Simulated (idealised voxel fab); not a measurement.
Proc. module: voxel transistor to metal
FYI the section here is cut, 180 nm wide, cells are 5 nm squares.
In this document a cross-section is written as a grid of square cells. It is given as a series of bands, listed from the top down, and a band is one or more rows of cells.
Band: top and bottom heights (nm) first, top before bottom; then materials from left to right, widths in nm. "throughout" marks a sole material filling the band edge to edge. "air" denotes empty space.
The reference from which all heights are counted is 0, the level beneath which the as-received wafer is entirely one material; the lowest band, having no lower bound, proceeds downward and is written after the example "from 0 down".
Quick explanation for "30..40": the width changes in equal steps down the rows of cells, from the first number in the band's top row to the second number in its bottom row.
A step reported as "remained unchanged" is a step in which no cell of the cross-section changed.
Closed empty spaces (no open way to the top) of 8 cells or more are what "Enclosed void inventory" lists, each as width x height at distance from the left edge, nm for all three.
On a step's line, text after the settings is the simulator commenting on that step.
"overlay nm" on a masked step: distance the mask lay right of its planned place, negative for left.
[Process steps foreseen in the plan]
1. RECEIVE with material Si
2. CONFORMAL_DEP with material SiO2, thk nm 5
3. CONFORMAL_DEP with material SiN, thk nm 10
4. MASKED_ETCH with tone cover, mask id ACTIVE, width nm 110, etch materials SiN, depth nm 10, overlay nm -15
5. MASKED_ETCH with tone cover, mask id ACTIVE, width nm 110, etch materials SiO2, depth nm 5, overlay nm 0
6. MASKED_ETCH with tone cover, mask id ACTIVE, width nm 110, etch materials Si, depth nm 20, overlay nm 0
7. OXIDIZE with depth nm 5
8. FILL_DEP with material SiO2, thk nm 10
9. CMP with height nm 15
10. SELECTIVE_ETCH with etch materials SiO2, depth nm 10
11. STRIP with etch materials SiN
12. SELECTIVE_ETCH with etch materials SiO2, depth nm 5
13. OXIDIZE with depth nm 5
14. DIRECTIONAL_DEP with material polySi, thk nm 30
15. DIRECTIONAL_DEP with material SiCN, thk nm 10
16. MASKED_ETCH with tone cover, mask id GATE, width nm 20, etch materials SiCN, depth nm 20, overlay nm 0
17. MASKED_ETCH with tone cover, mask id GATE, width nm 20, etch materials polySi, depth nm 40, overlay nm 0
18. CONFORMAL_DEP with material SiN, thk nm 5
19. DIRECTIONAL_ETCH with etch materials SiN, depth nm 5
20. DIRECTIONAL_ETCH with etch materials SiO2, depth nm 5
21. DIRECTIONAL_ETCH with etch materials Si, depth nm 5
22. EPI with material pSi, thk nm 5
23. FILL_DEP with material SiO2, thk nm 10
24. CMP with height nm 40
25. DIRECTIONAL_DEP with material SiO2, thk nm 10
26. MASKED_ETCH with tone open, mask id CONTACT, width nm 30, pitch nm 60, etch materials SiO2, depth nm 55, overlay nm 0
27. CONFORMAL_DEP with material TiN, thk nm 5
28. FILL_DEP with material Ru, thk nm 5
29. CMP with height nm 50
30. CONFORMAL_DEP with material SiCN, thk nm 5
31. DIRECTIONAL_DEP with material SiO2, thk nm 20
32. PATTERN with tone open, mask id METAL_1, material resist, width nm 15, pitch nm 75, thk nm 15, overlay nm 0
33. DIRECTIONAL_ETCH with etch materials SiO2, depth nm 20
34. DIRECTIONAL_ETCH with etch materials SiCN, depth nm 5
35. STRIP with etch materials resist
36. CONFORMAL_DEP with material TiN, thk nm 5
37. FILL_DEP with material Cu, thk nm 5
38. CMP with height nm 75
39. CONFORMAL_DEP with material SiCN, thk nm 5
40. DIRECTIONAL_DEP with material SiO2, thk nm 35
41. PATTERN with tone open, mask id METAL_2, material resist, width nm 15, pitch nm 75, thk nm 15, overlay nm 0
42. DIRECTIONAL_ETCH with etch materials SiO2, depth nm 20
43. STRIP with etch materials resist
44. DIRECTIONAL_DEP with material aC, thk nm 15
45. PATTERN with tone open, mask id METAL_2_HOLES, material resist, width nm 15, pitch nm 75, thk nm 30, overlay nm 0
46. DIRECTIONAL_ETCH with etch materials aC, depth nm 15
47. STRIP with etch materials resist
48. DIRECTIONAL_ETCH with etch materials SiO2, depth nm 15
49. DIRECTIONAL_ETCH with etch materials SiCN, depth nm 5
50. STRIP with etch materials aC
51. CONFORMAL_DEP with material TiN, thk nm 5
52. FILL_DEP with material Ru, thk nm 5
53. CMP with height nm 115
54. CONFORMAL_DEP with material SiN, thk nm 5
The value of overlay nm given for step 4 in the plan refers to the first wafer; the wafers vary in this setting and are alike at the start.
[Here's the first of the wafers in cross-section, just as we got it, i.e. after step 1]
- from 0 down: Si throughout
- Enclosed void inventory: none
[Cross-sectional representation of the first of several wafers at the end of the module, i.e. after its terminal step, step 54]
- from 120 to 115: SiN throughout
- from 115 to 80: SiO2: 45, then TiN: 5, then Ru: 5, then TiN: 5, then SiO2: 60, then TiN: 5, then Ru: 5, then TiN: 5, then SiO2: 45
- from 80 to 75: SiCN: 45, then TiN: 15, then SiCN: 60, then TiN: 15, then SiCN: 45
- from 75 to 55: SiO2: 45, then TiN: 5, then Cu: 5, then TiN: 5, then SiO2: 60, then TiN: 5, then Cu: 5, then TiN: 5, then SiO2: 45
- from 55 to 50: SiCN: 45, then TiN: 15, then SiCN: 60, then TiN: 15, then SiCN: 45
- from 50 to 40: SiO2: 45, then TiN: 5, then Ru: 20, then TiN: 5, then SiO2: 30, then TiN: 5, then Ru: 20, then TiN: 5, then SiO2: 45
- from 40 to 30: SiO2: 45, then TiN: 5, then Ru: 20, then TiN: 5, then SiN: 5, then SiCN: 20, then SiN: 5, then TiN: 5, then Ru: 20, then TiN: 5, then SiO2: 45
- from 30 to 5: SiO2: 45, then TiN: 5, then Ru: 20, then TiN: 5, then SiN: 5, then polySi: 20, then SiN: 5, then TiN: 5, then Ru: 20, then TiN: 5, then SiO2: 45
- from 5 to 0: SiO2: 45, then TiN: 5, then Ru: 15, then TiN: 10, then SiN: 5, then polySi: 20, then SiN: 5, then TiN: 10, then Ru: 15, then TiN: 5, then SiO2: 45
- from 0 to -5: SiO2: 45, then TiN: 25, then pSi: 5, then SiO2: 30, then pSi: 5, then TiN: 25, then SiO2: 45
- from -5 to -10: SiO2: 25, then pSi: 50, then Si: 30, then pSi: 35, then SiO2: 40
- from -10 to -25: SiO2: 25, then Si: 115, then SiO2: 40
- from -25 down: Si throughout
- Enclosed void inventory: none
[Final wafer cross-section at module end]
- from 120 to 115: SiN throughout
- from 115 to 80: SiO2: 45, then TiN: 5, then Ru: 5, then TiN: 5, then SiO2: 60, then TiN: 5, then Ru: 5, then TiN: 5, then SiO2: 45
- from 80 to 75: SiCN: 45, then TiN: 15, then SiCN: 60, then TiN: 15, then SiCN: 45
- from 75 to 55: SiO2: 45, then TiN: 5, then Cu: 5, then TiN: 5, then SiO2: 60, then TiN: 5, then Cu: 5, then TiN: 5, then SiO2: 45
- from 55 to 50: SiCN: 45, then TiN: 15, then SiCN: 60, then TiN: 15, then SiCN: 45
- from 50 to 40: SiO2: 45, then TiN: 5, then Ru: 20, then TiN: 5, then SiO2: 30, then TiN: 5, then Ru: 20, then TiN: 5, then SiO2: 45
- from 40 to 30: SiO2: 45, then TiN: 5, then Ru: 20, then TiN: 5, then SiN: 5, then SiCN: 20, then SiN: 5, then TiN: 5, then Ru: 20, then TiN: 5, then SiO2: 45
- from 30 to 5: SiO2: 45, then TiN: 5, then Ru: 20, then TiN: 5, then SiN: 5, then polySi: 20, then SiN: 5, then TiN: 5, then Ru: 20, then TiN: 5, then SiO2: 45
- from 5 to 0: SiO2: 45, then TiN: 5, then Ru: 15, then TiN: 10, then SiN: 5, then polySi: 20, then SiN: 5, then TiN: 10, then Ru: 15, then TiN: 5, then SiO2: 45
- from 0 to -5: SiO2: 45, then TiN: 25, then pSi: 5, then SiO2: 30, then pSi: 5, then TiN: 25, then SiO2: 45
- from -5 to -10: SiO2: 40, then pSi: 35, then Si: 30, then pSi: 50, then SiO2: 25
- from -10 to -25: SiO2: 40, then Si: 115, then SiO2: 25
- from -25 down: Si throughout
- Enclosed void inventory: none
[wafer rows; end of module; cells per material since receipt: (+) gained, (-) lost; then closed voids]
overlay nm -15, +8 Cu, +92 Ru, -105 Si, +68 SiCN, +52 SiN, +598 SiO2, +108 TiN, +19 pSi, +24 polySi, Enclosed void inventory: none
overlay nm -10, +8 Cu, +92 Ru, -108 Si, +68 SiCN, +52 SiN, +602 SiO2, +108 TiN, +18 pSi, +24 polySi, Enclosed void inventory: none
overlay nm -5, +8 Cu, +92 Ru, -111 Si, +68 SiCN, +52 SiN, +606 SiO2, +108 TiN, +17 pSi, +24 polySi, Enclosed void inventory: none
overlay nm 0, +8 Cu, +92 Ru, -114 Si, +68 SiCN, +52 SiN, +610 SiO2, +108 TiN, +16 pSi, +24 polySi, Enclosed void inventory: none
overlay nm 5, +8 Cu, +92 Ru, -111 Si, +68 SiCN, +52 SiN, +606 SiO2, +108 TiN, +17 pSi, +24 polySi, Enclosed void inventory: none
overlay nm 10, +8 Cu, +92 Ru, -108 Si, +68 SiCN, +52 SiN, +602 SiO2, +108 TiN, +18 pSi, +24 polySi, Enclosed void inventory: none
overlay nm 15, +8 Cu, +92 Ru, -105 Si, +68 SiCN, +52 SiN, +598 SiO2, +108 TiN, +19 pSi, +24 polySi, Enclosed void inventory: none
